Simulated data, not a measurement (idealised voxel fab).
process module | voxel plated lines
cross-section cut | 295 nm wide | cells 5 nm
A cross-section is a grid of square cells, given in bands from the top down. A band is one or more rows of cells.
Each band's line starts with the height of the band's top and of its bottom, in nm. Then come its materials from left to right, each with its width in nm. One material with "throughout" fills the band from edge to edge. "air" is empty space.
Height 0 is the level under which the wafer as received is all one material. The lowest band goes on downwards, as in "0 down".
A width such as "30 to 40" changes by the same amount from each row of cells to the next, from the band's top row to its bottom row.
"no change" after a step means that no cell of the cross-section changed.
closed voids: empty space of 8 cells or more with no open way to the top, each as width x height at its distance from the left edge, in nm
after a step's settings: what the simulator itself notes on the step
overlay nm, on a step with a mask: how far to the right of its planned place the mask lay; to the left if negative
plan
1 op RECEIVE | material Si
2 op CONFORMAL_DEP | material SiN | thk nm 5
3 op DIRECTIONAL_DEP | material TiN | thk nm 5
4 op PATTERN | tone open | mask id LINES | material resist | width nm 25 | pitch nm 40 | thk nm 40 | overlay nm 0
5 op EPI | material Ru | thk nm 10
6 op EPI | material Ru | thk nm 5
7 op EPI | material Ru | thk nm 5
8 op STRIP | etch materials resist
9 op DIRECTIONAL_ETCH | etch materials TiN | depth nm 5
10 op CONFORMAL_DEP | material SiN | thk nm 10
as received, after step 1
  0 down: Si throughout
  closed voids: none
first wafer at the end, as planned
  40 to 30: air 85 | SiN 125 | air 85
  30 to 15: air 85 | SiN 10 | Ru 25 | SiN 15 | Ru 25 | SiN 15 | Ru 25 | SiN 10 | air 85
  15 to 10: SiN 95 | Ru 25 | SiN 15 | Ru 25 | SiN 15 | Ru 25 | SiN 95
  10 to 5: SiN 95 | TiN 25 | SiN 15 | TiN 25 | SiN 15 | TiN 25 | SiN 95
  5 to 0: SiN throughout
  0 down: Si throughout
  closed voids: none
second wafer at the end: like start, like plan, one mistake
  40 to 30: air 80 | SiN 125 | air 90
  30 to 15: air 80 | SiN 10 | Ru 25 | SiN 15 | Ru 25 | SiN 15 | Ru 25 | SiN 10 | air 90
  15 to 10: SiN 90 | Ru 25 | SiN 15 | Ru 25 | SiN 15 | Ru 25 | SiN 100
  10 to 5: SiN 90 | TiN 25 | SiN 15 | TiN 25 | SiN 15 | TiN 25 | SiN 100
  5 to 0: SiN throughout
  0 down: Si throughout
  closed voids: none
what went wrong: step 4 ran as: op PATTERN | tone open | mask id LINES | material resist | width nm 25 | pitch nm 40 | thk nm 40 | overlay nm -5
at the end the second wafer has, in cells: as many of each material as the first, in other places
